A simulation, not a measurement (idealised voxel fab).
Documented hereafter: the process module known as voxel self aligned vias.
Cross-section cut: width 290 nm, square cells of 5 nm.
Throughout this document, each cross-section is represented as a grid of square cells and is presented as a sequence of bands enumerated from the top downward, where a band comprises one or more rows of cells.
Top height, bottom height, nm. Materials left to right, width each, nm. Single material + "everywhere" = fills band edge to edge. "air" = empty.
Beneath 0, the wafer as received is one material, and that level is where height counting begins. The lowest band goes on downward without a bottom; it is written like "z 0 and below".
You'd read "30..40" like this: the band's top row of cells is as wide as the first number, its bottom row is as wide as the second, and going down, every row changes width by the same amount as the row before did.
Step note "left unchanged" = no cross-section cell changed.
Entry "Closed-off voids". Content: empty spaces with no open connection to the top, size 8 cells or greater. Each: width x height at distance. Distance: from left edge. Unit: nm.
Where a step's line continues beyond its settings, the continuation is a remark by the simulator itself on that step.
A step's line can hold "overlay nm"; with a mask on that step, the setting says how far right of the planned place the mask lay, while a negative setting says it lay to the left.
Process steps (planned)
1: RECEIVE (material Si)
2: CONFORMAL_DEP (material SiO2; thk nm 15)
3: CONFORMAL_DEP (material SiCN; thk nm 5)
4: DIRECTIONAL_DEP (material SiO2; thk nm 20)
5: PATTERN (tone open; mask id LINES; material resist; width nm 30; pitch nm 70; thk nm 15; overlay nm 0)
6: DIRECTIONAL_ETCH (etch materials SiO2; depth nm 20)
7: STRIP (etch materials resist)
8: CONFORMAL_DEP (material TiN; thk nm 5)
9: FILL_DEP (material W; thk nm 5)
10: CMP (height nm 40)
11: SELECTIVE_ETCH (etch materials W Ru TiN; depth nm 5)
12: FILL_DEP (material SiN; thk nm 5)
13: CMP (height nm 40)
14: DIRECTIONAL_DEP (material SiO2; thk nm 20)
15: MASKED_ETCH (tone open; mask id VIAS; width nm 40; pitch nm 70; etch materials SiO2; depth nm 20; overlay nm 0)
16: MASKED_ETCH (tone open; mask id VIAS; width nm 40; pitch nm 70; etch materials SiN; depth nm 5; overlay nm 0)
17: CONFORMAL_DEP (material TiN; thk nm 5)
18: FILL_DEP (material Cu; thk nm 5)
19: CMP (height nm 60)
20: CONFORMAL_DEP (material SiN; thk nm 5)
First of two wafers, processed according to plan
Cross-section: wafer on arrival = after step 1
* z 0 and below = Si everywhere
* Closed-off voids: none
So this is the wafer cross-section right after step 2
* z 15 to 0 = SiO2 everywhere
* Note: structure below 0 unchanged.
So this is the wafer cross-section right after step 3
* z 20 to 15 = SiCN everywhere
* Note: structure below 15 unchanged.
So this is the wafer cross-section right after step 4
* z 40 to 20 = SiO2 everywhere
* Note: structure below 20 unchanged.
So this is the wafer cross-section right after step 5
* z 55 to 40 = resist: 60, air: 30, resist: 40, air: 30, resist: 40, air: 30, resist: 60
* Note: structure below 40 unchanged.
So this is the wafer cross-section right after step 6
* z 55 to 40 = resist: 60, air: 30, resist: 40, air: 30, resist: 40, air: 30, resist: 60
* z 40 to 20 = SiO2: 60, air: 30, SiO2: 40, air: 30, SiO2: 40, air: 30, SiO2: 60
* Note: structure below 20 unchanged.
So this is the wafer cross-section right after step 7
* z 40 to 20 = SiO2: 60, air: 30, SiO2: 40, air: 30, SiO2: 40, air: 30, SiO2: 60
* Note: structure below 20 unchanged.
So this is the wafer cross-section right after step 8
* z 45 to 40 = TiN: 65, air: 20, TiN: 50, air: 20, TiN: 50, air: 20, TiN: 65
* z 40 to 25 = SiO2: 60, TiN: 5, air: 20, TiN: 5, SiO2: 40, TiN: 5, air: 20, TiN: 5, SiO2: 40, TiN: 5, air: 20, TiN: 5, SiO2: 60
* z 25 to 20 = SiO2: 60, TiN: 30, SiO2: 40, TiN: 30, SiO2: 40, TiN: 30, SiO2: 60
* Note: structure below 20 unchanged.
So this is the wafer cross-section right after step 9
* z 50 to 45 = W everywhere
* z 45 to 40 = TiN: 65, W: 20, TiN: 50, W: 20, TiN: 50, W: 20, TiN: 65
* z 40 to 25 = SiO2: 60, TiN: 5, W: 20, TiN: 5, SiO2: 40, TiN: 5, W: 20, TiN: 5, SiO2: 40, TiN: 5, W: 20, TiN: 5, SiO2: 60
* Note: structure below 25 unchanged.
So this is the wafer cross-section right after step 10
* z 40 to 25 = SiO2: 60, TiN: 5, W: 20, TiN: 5, SiO2: 40, TiN: 5, W: 20, TiN: 5, SiO2: 40, TiN: 5, W: 20, TiN: 5, SiO2: 60
* Note: structure below 25 unchanged.
So this is the wafer cross-section right after step 11
* z 40 to 35 = SiO2: 60, air: 30, SiO2: 40, air: 30, SiO2: 40, air: 30, SiO2: 60
* Note: structure below 35 unchanged.
So this is the wafer cross-section right after step 12
* z 45 to 40 = SiN everywhere
* z 40 to 35 = SiO2: 60, SiN: 30, SiO2: 40, SiN: 30, SiO2: 40, SiN: 30, SiO2: 60
* Note: structure below 35 unchanged.
So this is the wafer cross-section right after step 13
* z 40 to 35 = SiO2: 60, SiN: 30, SiO2: 40, SiN: 30, SiO2: 40, SiN: 30, SiO2: 60
* Note: structure below 35 unchanged.
So this is the wafer cross-section right after step 14
* z 60 to 40 = SiO2 everywhere
* Note: structure below 40 unchanged.
So this is the wafer cross-section right after step 15
* z 60 to 40 = SiO2: 55, air: 40, SiO2: 30, air: 40, SiO2: 30, air: 40, SiO2: 55
* Note: structure below 40 unchanged.
So this is the wafer cross-section right after step 16
* z 60 to 40 = SiO2: 55, air: 40, SiO2: 30, air: 40, SiO2: 30, air: 40, SiO2: 55
* z 40 to 35 = SiO2: 60, air: 30, SiO2: 40, air: 30, SiO2: 40, air: 30, SiO2: 60
* Note: structure below 35 unchanged.
So this is the wafer cross-section right after step 17
* z 65 to 60 = TiN: 60, air: 30, TiN: 40, air: 30, TiN: 40, air: 30, TiN: 60
* z 60 to 45 = SiO2: 55, TiN: 5, air: 30, TiN: 5, SiO2: 30, TiN: 5, air: 30, TiN: 5, SiO2: 30, TiN: 5, air: 30, TiN: 5, SiO2: 55
* z 45 to 40 = SiO2: 55, TiN: 10, air: 20, TiN: 10, SiO2: 30, TiN: 10, air: 20, TiN: 10, SiO2: 30, TiN: 10, air: 20, TiN: 10, SiO2: 55
* z 40 to 35 = SiO2: 60, TiN: 30, SiO2: 40, TiN: 30, SiO2: 40, TiN: 30, SiO2: 60
* Note: structure below 35 unchanged.
So this is the wafer cross-section right after step 18
* z 70 to 65 = Cu everywhere
* z 65 to 60 = TiN: 60, Cu: 30, TiN: 40, Cu: 30, TiN: 40, Cu: 30, TiN: 60
* z 60 to 45 = SiO2: 55, TiN: 5, Cu: 30, TiN: 5, SiO2: 30, TiN: 5, Cu: 30, TiN: 5, SiO2: 30, TiN: 5, Cu: 30, TiN: 5, SiO2: 55
* z 45 to 40 = SiO2: 55, TiN: 10, Cu: 20, TiN: 10, SiO2: 30, TiN: 10, Cu: 20, TiN: 10, SiO2: 30, TiN: 10, Cu: 20, TiN: 10, SiO2: 55
* Note: structure below 40 unchanged.
So this is the wafer cross-section right after step 19
* z 60 to 45 = SiO2: 55, TiN: 5, Cu: 30, TiN: 5, SiO2: 30, TiN: 5, Cu: 30, TiN: 5, SiO2: 30, TiN: 5, Cu: 30, TiN: 5, SiO2: 55
* Note: structure below 45 unchanged.
So this is the wafer cross-section right after step 20
* z 65 to 60 = SiN everywhere
* Note: structure below 60 unchanged.
second wafer: like start, like plan, one mistake. Through step 1 it matches the first wafer
Planned end of step 2: second wafer, cross-section
* z 5 to 0 = SiCN everywhere
* Note: structure below 0 unchanged.
Planned end of step 3: second wafer, cross-section
* z 20 to 5 = SiO2 everywhere
* Note: structure below 5 unchanged.
Planned end of step 4: second wafer, cross-section
* z 40 to 5 = SiO2 everywhere
* Note: structure below 5 unchanged.
Planned end of step 5: second wafer, cross-section
* z 55 to 40 = resist: 60, air: 30, resist: 40, air: 30, resist: 40, air: 30, resist: 60
* Note: structure below 40 unchanged.
Planned end of step 6: second wafer, cross-section
* z 55 to 40 = resist: 60, air: 30, resist: 40, air: 30, resist: 40, air: 30, resist: 60
* z 40 to 20 = SiO2: 60, air: 30, SiO2: 40, air: 30, SiO2: 40, air: 30, SiO2: 60
* Note: structure below 20 unchanged.
Planned end of step 7: second wafer, cross-section
* z 40 to 20 = SiO2: 60, air: 30, SiO2: 40, air: 30, SiO2: 40, air: 30, SiO2: 60
* Note: structure below 20 unchanged.
Planned end of step 8: second wafer, cross-section
* z 45 to 40 = TiN: 65, air: 20, TiN: 50, air: 20, TiN: 50, air: 20, TiN: 65
* z 40 to 25 = SiO2: 60, TiN: 5, air: 20, TiN: 5, SiO2: 40, TiN: 5, air: 20, TiN: 5, SiO2: 40, TiN: 5, air: 20, TiN: 5, SiO2: 60
* z 25 to 20 = SiO2: 60, TiN: 30, SiO2: 40, TiN: 30, SiO2: 40, TiN: 30, SiO2: 60
* Note: structure below 20 unchanged.
Planned end of step 9: second wafer, cross-section
* z 50 to 45 = W everywhere
* z 45 to 40 = TiN: 65, W: 20, TiN: 50, W: 20, TiN: 50, W: 20, TiN: 65
* z 40 to 25 = SiO2: 60, TiN: 5, W: 20, TiN: 5, SiO2: 40, TiN: 5, W: 20, TiN: 5, SiO2: 40, TiN: 5, W: 20, TiN: 5, SiO2: 60
* Note: structure below 25 unchanged.
Planned end of step 10: second wafer, cross-section
* z 40 to 25 = SiO2: 60, TiN: 5, W: 20, TiN: 5, SiO2: 40, TiN: 5, W: 20, TiN: 5, SiO2: 40, TiN: 5, W: 20, TiN: 5, SiO2: 60
* Note: structure below 25 unchanged.
Planned end of step 11: second wafer, cross-section
* z 40 to 35 = SiO2: 60, air: 30, SiO2: 40, air: 30, SiO2: 40, air: 30, SiO2: 60
* Note: structure below 35 unchanged.
Planned end of step 12: second wafer, cross-section
* z 45 to 40 = SiN everywhere
* z 40 to 35 = SiO2: 60, SiN: 30, SiO2: 40, SiN: 30, SiO2: 40, SiN: 30, SiO2: 60
* Note: structure below 35 unchanged.
Planned end of step 13: second wafer, cross-section
* z 40 to 35 = SiO2: 60, SiN: 30, SiO2: 40, SiN: 30, SiO2: 40, SiN: 30, SiO2: 60
* Note: structure below 35 unchanged.
Planned end of step 14: second wafer, cross-section
* z 60 to 40 = SiO2 everywhere
* Note: structure below 40 unchanged.
Planned end of step 15: second wafer, cross-section
* z 60 to 40 = SiO2: 55, air: 40, SiO2: 30, air: 40, SiO2: 30, air: 40, SiO2: 55
* Note: structure below 40 unchanged.
Planned end of step 16: second wafer, cross-section
* z 60 to 40 = SiO2: 55, air: 40, SiO2: 30, air: 40, SiO2: 30, air: 40, SiO2: 55
* z 40 to 35 = SiO2: 60, air: 30, SiO2: 40, air: 30, SiO2: 40, air: 30, SiO2: 60
* Note: structure below 35 unchanged.
Planned end of step 17: second wafer, cross-section
* z 65 to 60 = TiN: 60, air: 30, TiN: 40, air: 30, TiN: 40, air: 30, TiN: 60
* z 60 to 45 = SiO2: 55, TiN: 5, air: 30, TiN: 5, SiO2: 30, TiN: 5, air: 30, TiN: 5, SiO2: 30, TiN: 5, air: 30, TiN: 5, SiO2: 55
* z 45 to 40 = SiO2: 55, TiN: 10, air: 20, TiN: 10, SiO2: 30, TiN: 10, air: 20, TiN: 10, SiO2: 30, TiN: 10, air: 20, TiN: 10, SiO2: 55
* z 40 to 35 = SiO2: 60, TiN: 30, SiO2: 40, TiN: 30, SiO2: 40, TiN: 30, SiO2: 60
* Note: structure below 35 unchanged.
Planned end of step 18: second wafer, cross-section
* z 70 to 65 = Cu everywhere
* z 65 to 60 = TiN: 60, Cu: 30, TiN: 40, Cu: 30, TiN: 40, Cu: 30, TiN: 60
* z 60 to 45 = SiO2: 55, TiN: 5, Cu: 30, TiN: 5, SiO2: 30, TiN: 5, Cu: 30, TiN: 5, SiO2: 30, TiN: 5, Cu: 30, TiN: 5, SiO2: 55
* z 45 to 40 = SiO2: 55, TiN: 10, Cu: 20, TiN: 10, SiO2: 30, TiN: 10, Cu: 20, TiN: 10, SiO2: 30, TiN: 10, Cu: 20, TiN: 10, SiO2: 55
* Note: structure below 40 unchanged.
Planned end of step 19: second wafer, cross-section
* z 60 to 45 = SiO2: 55, TiN: 5, Cu: 30, TiN: 5, SiO2: 30, TiN: 5, Cu: 30, TiN: 5, SiO2: 30, TiN: 5, Cu: 30, TiN: 5, SiO2: 55
* Note: structure below 45 unchanged.
Planned end of step 20: second wafer, cross-section
* z 65 to 60 = SiN everywhere
* Note: structure below 60 unchanged.
Processing error: the intended sequence of steps 2 and 3 was reversed during processing, with each occupying the position of the other
End check, second vs first wafer: material counts in cells match, positions do not.
